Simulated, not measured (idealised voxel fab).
process module | voxel quadruple lines
Section cut is 215 nm wide and gridded with 5 nm square cells.
Cross-section, as written here: a square-cell grid given band by band from the top down, where a band holds one or more rows of cells.
Heads up on the band format: heights come first, top then bottom, in nm. After that it's the materials left to right, each with its width in nm. A single material flagged "full width" fills the whole band edge to edge, and "air" means there's empty space there.
A quick word on heights: they are counted from 0, and under that level the wafer as it came to us is one material throughout. The lowest band is different from the rest in having no bottom; it simply continues downward, written as in "from 0 down".
A width such as "30..40" changes by the same amount from each row of cells to the next, from the band's top row to its bottom row.
Basically "left unchanged" means that step didn't change any cell in the cross-section.
"closed voids" enumerates empty spaces isolated from the top, with no open way to it, that contain at least 8 cells, giving each as width x height at distance from the left edge, all three in nm.
Formally, on a step line, whatever follows the settings is a remark that the simulator itself makes on the step.
"overlay nm", when on a step's line for a step with a mask, measures how far to the right of its planned place the mask lay; a negative measure means to the left.
## Here's what the planned process steps look like
1 RECEIVE [material Si]
2 CONFORMAL_DEP [material Al2O3] [thk nm 10]
3 DIRECTIONAL_DEP [material W] [thk nm 15]
4 DIRECTIONAL_DEP [material polySi] [thk nm 20]
5 DIRECTIONAL_DEP [material aC] [thk nm 20]
6 PATTERN [tone cover] [mask id MANDREL] [material resist] [width nm 15] [thk nm 25] [overlay nm 0]
7 DIRECTIONAL_ETCH [etch materials aC] [depth nm 20]
8 STRIP [etch materials resist]
9 CONFORMAL_DEP [material SiO2] [thk nm 15]
10 DIRECTIONAL_ETCH [etch materials SiO2] [depth nm 15]
11 STRIP [etch materials aC]
12 DIRECTIONAL_ETCH [etch materials polySi] [depth nm 20]
13 STRIP [etch materials SiO2]
14 CONFORMAL_DEP [material SiCN] [thk nm 5]
15 DIRECTIONAL_ETCH [etch materials SiCN] [depth nm 5]
16 STRIP [etch materials polySi]
17 DIRECTIONAL_ETCH [etch materials W] [depth nm 15]
18 STRIP [etch materials SiCN]
19 FILL_DEP [material SiO2] [thk nm 5]
20 CMP [height nm 25]
The plan's step 6 width nm is the first wafer's value; the wafers differ in this setting and start identical.
## The as-received cross-section of the first of several wafers corresponds to the state after step 1
- from 0 down = Si full width
- closed voids: none
## After the module's final step, step 20: the first of several wafers in cross-section
- from 25 to 10 = SiO2: 80, then W: 5, then SiO2: 15, then W: 5, then SiO2: 5, then W: 5, then SiO2: 15, then W: 5, then SiO2: 80
- from 10 to 0 = Al2O3 full width
- from 0 down = Si full width
- closed voids: none
## Final wafer of several, shown in cross-section at the end of the module
- from 25 to 10 = SiO2: 70, then W: 5, then SiO2: 15, then W: 5, then SiO2: 30, then W: 5, then SiO2: 15, then W: 5, then SiO2: 65
- from 10 to 0 = Al2O3 full width
- from 0 down = Si full width
- closed voids: none
## End of module, by wafer: material-by-material cell gain (+) or loss (-) since receipt, then closed voids
width nm 15; +86 Al2O3; +117 SiO2; +12 W; closed voids: none
width nm 20; +86 Al2O3; +117 SiO2; +12 W; closed voids: none
width nm 25; +86 Al2O3; +117 SiO2; +12 W; closed voids: none
width nm 30; +86 Al2O3; +117 SiO2; +12 W; closed voids: none
width nm 35; +86 Al2O3; +117 SiO2; +12 W; closed voids: none
width nm 40; +86 Al2O3; +117 SiO2; +12 W; closed voids: none
